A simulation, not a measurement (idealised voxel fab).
process module | voxel wiring stack
cross-section cut | 230 nm wide | cells 5 nm
A cross-section is a grid of square cells, given in bands from the top down. A band is one or more rows of cells.
Each band's line starts with the height of the band's top and of its bottom, in nm. Then come its materials from left to right, each with its width in nm. One material with "throughout" fills the band from edge to edge. "air" is empty space.
Height 0 is the level under which the wafer as received is all one material. The lowest band goes on downwards, as in "0 down".
A width such as "30 to 40" changes by the same amount from each row of cells to the next, from the band's top row to its bottom row.
"no change" after a step means that no cell of the cross-section changed.
closed voids: empty space of 8 cells or more with no open way to the top, each as width x height at its distance from the left edge, in nm
after a step's settings: what the simulator itself notes on the step
overlay nm, on a step with a mask: how far to the right of its planned place the mask lay; to the left if negative
plan
1 op RECEIVE | material Si
2 op CONFORMAL_DEP | material SiO2 | thk nm 15
3 op DIRECTIONAL_DEP | material TiN | thk nm 5
4 op DIRECTIONAL_DEP | material W | thk nm 25
5 op DIRECTIONAL_DEP | material aC | thk nm 15
6 op PATTERN | tone cover | mask id METAL_1 | material resist | width nm 25 | pitch nm 40 | thk nm 30 | overlay nm 0
7 op DIRECTIONAL_ETCH | etch materials aC | depth nm 15
8 op STRIP | etch materials resist
9 op DIRECTIONAL_ETCH | etch materials W | depth nm 25
10 op DIRECTIONAL_ETCH | etch materials TiN | depth nm 5
11 op STRIP | etch materials aC
12 op FILL_DEP | material lowk | thk nm 5
13 op CMP | height nm 45
14 op CONFORMAL_DEP | material SiCN | thk nm 5
15 op DIRECTIONAL_DEP | material SiO2 | thk nm 15
16 op DIRECTIONAL_DEP | material aC | thk nm 10
17 op PATTERN | tone open | mask id PLUG_1 | material resist | width nm 15 | pitch nm 80 | thk nm 25 | overlay nm 0
18 op DIRECTIONAL_ETCH | etch materials aC | depth nm 10
19 op STRIP | etch materials resist
20 op DIRECTIONAL_ETCH | etch materials SiO2 | depth nm 15
21 op DIRECTIONAL_ETCH | etch materials SiCN | depth nm 5
22 op STRIP | etch materials aC
23 op EPI | material Ru | thk nm 10
24 op EPI | material Ru | thk nm 10
25 op DIRECTIONAL_DEP | material TiN | thk nm 5
26 op DIRECTIONAL_DEP | material W | thk nm 15
27 op MASKED_ETCH | tone cover | mask id METAL_2 | width nm 25 | pitch nm 40 | etch materials W | depth nm 15 | overlay nm 0
28 op MASKED_ETCH | tone cover | mask id METAL_2 | width nm 25 | pitch nm 40 | etch materials TiN | depth nm 5 | overlay nm 0
29 op CONFORMAL_DEP | material SiN | thk nm 5
30 op FILL_DEP | material SiO2 | thk nm 5
31 op CMP | height nm 85
32 op CONFORMAL_DEP | material SiCN | thk nm 5
33 op DIRECTIONAL_DEP | material lowk | thk nm 25
34 op DIRECTIONAL_DEP | material aC | thk nm 15
35 op PATTERN | tone open | mask id METAL_3_HOLES | material resist | width nm 15 | pitch nm 40 | thk nm 35 | overlay nm 0
36 op DIRECTIONAL_ETCH | etch materials aC | depth nm 15
37 op STRIP | etch materials resist
38 op DIRECTIONAL_ETCH | etch materials lowk | depth nm 25
39 op STRIP | etch materials aC
40 op DIRECTIONAL_DEP | material aC | thk nm 10
41 op PATTERN | tone open | mask id METAL_3 | material resist | width nm 25 | pitch nm 40 | thk nm 25 | overlay nm 0
42 op DIRECTIONAL_ETCH | etch materials aC | depth nm 10
43 op STRIP | etch materials resist
44 op DIRECTIONAL_ETCH | etch materials lowk | depth nm 15
45 op DIRECTIONAL_ETCH | etch materials SiCN | depth nm 5
46 op STRIP | etch materials aC
47 op CONFORMAL_DEP | material TiN | thk nm 5
48 op FILL_DEP | material Ru | thk nm 5
49 op CMP | height nm 115
50 op CONFORMAL_DEP | material SiCN | thk nm 5
51 op DIRECTIONAL_DEP | material lowk | thk nm 15
52 op PATTERN | tone open | mask id PLUG_3 | material resist | width nm 15 | pitch nm 80 | thk nm 15 | overlay nm 0
53 op DIRECTIONAL_ETCH | etch materials lowk | depth nm 15
54 op DIRECTIONAL_ETCH | etch materials SiCN | depth nm 5
55 op STRIP | etch materials resist
56 op CONFORMAL_DEP | material TiN | thk nm 5
57 op FILL_DEP | material W | thk nm 5
58 op CMP | height nm 135
59 op DIRECTIONAL_DEP | material TiN | thk nm 5
60 op DIRECTIONAL_DEP | material W | thk nm 15
61 op PATTERN | tone cover | mask id METAL_4 | material resist | width nm 25 | pitch nm 40 | thk nm 15 | overlay nm 0
62 op DIRECTIONAL_ETCH | etch materials W | depth nm 15
63 op DIRECTIONAL_ETCH | etch materials TiN | depth nm 5
64 op STRIP | etch materials resist
65 op FILL_DEP | material lowk | thk nm 10
66 op CMP | height nm 155
67 op CONFORMAL_DEP | material SiCN | thk nm 5
as received, after step 1
  0 down: Si throughout
  closed voids: none
first wafer at the end, as planned
  160 to 155: SiCN throughout
  155 to 140: lowk 40 | W 25 | lowk 15 | W 25 | lowk 15 | W 25 | lowk 15 | W 25 | lowk 45
  140 to 135: lowk 40 | TiN 25 | lowk 15 | TiN 25 | lowk 15 | TiN 25 | lowk 15 | TiN 25 | lowk 45
  135 to 120: lowk 40 | TiN 5 | W 5 | TiN 5 | lowk 65 | TiN 5 | W 5 | TiN 5 | lowk 95
  120 to 115: SiCN 40 | TiN 15 | SiCN 65 | TiN 15 | SiCN 95
  115 to 105: lowk 40 | TiN 5 | Ru 15 | TiN 5 | lowk 15 | TiN 5 | Ru 15 | TiN 5 | lowk 15 | TiN 5 | Ru 15 | TiN 5 | lowk 15 | TiN 5 | Ru 15 | TiN 5 | lowk 45
  105 to 100: lowk 40 | TiN 5 | Ru 5 | TiN 15 | lowk 15 | TiN 5 | Ru 5 | TiN 15 | lowk 15 | TiN 5 | Ru 5 | TiN 15 | lowk 15 | TiN 5 | Ru 5 | TiN 15 | lowk 45
  100 to 90: lowk 40 | TiN 5 | Ru 5 | TiN 5 | lowk 25 | TiN 5 | Ru 5 | TiN 5 | lowk 25 | TiN 5 | Ru 5 | TiN 5 | lowk 25 | TiN 5 | Ru 5 | TiN 5 | lowk 55
  90 to 85: SiCN 40 | TiN 15 | SiCN 25 | TiN 15 | SiCN 25 | TiN 15 | SiCN 25 | TiN 15 | SiCN 55
  85 to 70: SiO2 35 | SiN 5 | W 25 | SiN 5 | SiO2 5 | SiN 5 | W 25 | SiN 5 | SiO2 5 | SiN 5 | W 25 | SiN 5 | SiO2 5 | SiN 5 | W 25 | SiN 5 | SiO2 40
  70 to 65: SiN 40 | TiN 25 | SiN 15 | TiN 25 | SiN 15 | TiN 25 | SiN 15 | TiN 25 | SiN 45
  65 to 50: SiO2 40 | Ru 15 | SiO2 65 | Ru 15 | SiO2 95
  50 to 45: SiCN 40 | Ru 15 | SiCN 65 | Ru 15 | SiCN 95
  45 to 20: lowk 40 | W 25 | lowk 15 | W 25 | lowk 15 | W 25 | lowk 15 | W 25 | lowk 45
  20 to 15: lowk 40 | TiN 25 | lowk 15 | TiN 25 | lowk 15 | TiN 25 | lowk 15 | TiN 25 | lowk 45
  15 to 0: SiO2 throughout
  0 down: Si throughout
  closed voids: none
second wafer at the end: like start, like plan, one mistake
  160 to 155: SiCN throughout
  155 to 140: lowk 45 | W 15 | lowk 25 | W 15 | lowk 25 | W 15 | lowk 25 | W 15 | lowk 50
  140 to 135: lowk 45 | TiN 15 | lowk 25 | TiN 15 | lowk 25 | TiN 15 | lowk 25 | TiN 15 | lowk 50
  135 to 120: lowk 40 | TiN 5 | W 5 | TiN 5 | lowk 65 | TiN 5 | W 5 | TiN 5 | lowk 95
  120 to 115: SiCN 40 | TiN 15 | SiCN 65 | TiN 15 | SiCN 95
  115 to 105: lowk 40 | TiN 5 | Ru 15 | TiN 5 | lowk 15 | TiN 5 | Ru 15 | TiN 5 | lowk 15 | TiN 5 | Ru 15 | TiN 5 | lowk 15 | TiN 5 | Ru 15 | TiN 5 | lowk 45
  105 to 100: lowk 40 | TiN 5 | Ru 5 | TiN 15 | lowk 15 | TiN 5 | Ru 5 | TiN 15 | lowk 15 | TiN 5 | Ru 5 | TiN 15 | lowk 15 | TiN 5 | Ru 5 | TiN 15 | lowk 45
  100 to 90: lowk 40 | TiN 5 | Ru 5 | TiN 5 | lowk 25 | TiN 5 | Ru 5 | TiN 5 | lowk 25 | TiN 5 | Ru 5 | TiN 5 | lowk 25 | TiN 5 | Ru 5 | TiN 5 | lowk 55
  90 to 85: SiCN 40 | TiN 15 | SiCN 25 | TiN 15 | SiCN 25 | TiN 15 | SiCN 25 | TiN 15 | SiCN 55
  85 to 70: SiO2 35 | SiN 5 | W 25 | SiN 5 | SiO2 5 | SiN 5 | W 25 | SiN 5 | SiO2 5 | SiN 5 | W 25 | SiN 5 | SiO2 5 | SiN 5 | W 25 | SiN 5 | SiO2 40
  70 to 65: SiN 40 | TiN 25 | SiN 15 | TiN 25 | SiN 15 | TiN 25 | SiN 15 | TiN 25 | SiN 45
  65 to 50: SiO2 40 | Ru 15 | SiO2 65 | Ru 15 | SiO2 95
  50 to 45: SiCN 40 | Ru 15 | SiCN 65 | Ru 15 | SiCN 95
  45 to 20: lowk 40 | W 25 | lowk 15 | W 25 | lowk 15 | W 25 | lowk 15 | W 25 | lowk 45
  20 to 15: lowk 40 | TiN 25 | lowk 15 | TiN 25 | lowk 15 | TiN 25 | lowk 15 | TiN 25 | lowk 45
  15 to 0: SiO2 throughout
  0 down: Si throughout
  closed voids: none
what went wrong: step 61 ran as: op PATTERN | tone cover | mask id METAL_4 | material resist | width nm 15 | pitch nm 40 | thk nm 15 | overlay nm 0
at the end the second wafer has, in cells: 8 fewer of TiN | 24 fewer of W | 32 more of lowk
